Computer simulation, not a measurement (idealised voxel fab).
voxel wiring stack: a process module
cross-section cut | 180 nm wide | cells 5 nm
Notation: cross-section as square-cell grid; stated in bands, top first, going down; one or more cell rows per band. First you get the band's top height and its bottom height, in nm, and then the materials it's made of, left to right, with each width in nm. If you see a single material with "everywhere", that one covers the band edge to edge. "blank" is empty space. Height datum 0, below which the as-received substrate wafer is one material. Lowest band open at the bottom, running downward: "z 0 and below". Width "30..40": first value at the band's top row of cells, second value at its bottom row, equal change from row to row. "left unchanged" means the step left every cell of the cross-section as it was. The entry "Closed void roster" lists the empty spaces that cover at least 8 cells and have no open path to the top. Each is written as width x height at distance, where the distance is measured from the left edge and all three values are in nm. Where a step's line continues beyond its settings, the continuation is a remark by the simulator itself on that step. overlay nm: where the mask lay relative to plan, measured to the right, on steps with a mask; negatives go left.
-- Steps in the process plan
| 1 | RECEIVE: material Si |
| 2 | CONFORMAL_DEP: material SiO2, thk nm 15 |
| 3 | DIRECTIONAL_DEP: material TiN, thk nm 5 |
| 4 | DIRECTIONAL_DEP: material W, thk nm 20 |
| 5 | PATTERN: tone cover, mask id METAL_1, material resist, width nm 20, pitch nm 45, thk nm 15, overlay nm 0 |
| 6 | DIRECTIONAL_ETCH: etch materials W, depth nm 20 |
| 7 | DIRECTIONAL_ETCH: etch materials TiN, depth nm 5 |
| 8 | STRIP: etch materials resist |
| 9 | CONFORMAL_DEP: material SiCN, thk nm 5 |
| 10 | FILL_DEP: material SiO2, thk nm 5 |
| 11 | CMP: height nm 40 |
| 12 | CONFORMAL_DEP: material SiCN, thk nm 5 |
| 13 | DIRECTIONAL_DEP: material lowk, thk nm 25 |
| 14 | MASKED_ETCH: tone open, mask id METAL_2, width nm 20, pitch nm 45, etch materials lowk, depth nm 15, overlay nm 0 |
| 15 | PATTERN: tone open, mask id METAL_2_HOLES, material resist, width nm 15, thk nm 20, overlay nm 0 |
| 16 | DIRECTIONAL_ETCH: etch materials lowk, depth nm 10 |
| 17 | DIRECTIONAL_ETCH: etch materials SiCN, depth nm 5 |
| 18 | STRIP: etch materials resist |
| 19 | CONFORMAL_DEP: material TiN, thk nm 5 |
| 20 | FILL_DEP: material Cu, thk nm 5 |
| 21 | CMP: height nm 70 |
| 22 | CONFORMAL_DEP: material SiN, thk nm 5 |
-- Wafer cross-section on receipt, i.e. after step 1
z 0 and below | Si everywhere
Closed void roster: none
-- Same starting wafer, same plan as above, one mistake in the execution; this is the cross-section at the end of the module
z 75 to 70 | SiN everywhere
z 70 to 60 | lowk=55 / TiN=5 / Cu=10 / TiN=5 / lowk=25 / TiN=5 / Cu=10 / TiN=5 / lowk=60
z 60 to 55 | lowk=55 / TiN=5 / Cu=5 / TiN=10 / lowk=25 / TiN=20 / lowk=60
z 55 to 45 | lowk=55 / TiN=5 / Cu=5 / TiN=5 / lowk=110
z 45 to 40 | SiCN=55 / TiN=15 / SiCN=110
z 40 to 35 | SiO2=50 / SiCN=5 / W=20 / SiCN=5 / SiO2=15 / SiCN=5 / W=20 / SiCN=5 / SiO2=55
z 35 to 30 | SiCN=55 / TiN=20 / SiCN=25 / TiN=20 / SiCN=60
z 30 to 0 | SiO2 everywhere
z 0 and below | Si everywhere
Closed void roster: none
what went wrong: step 2 was run twice
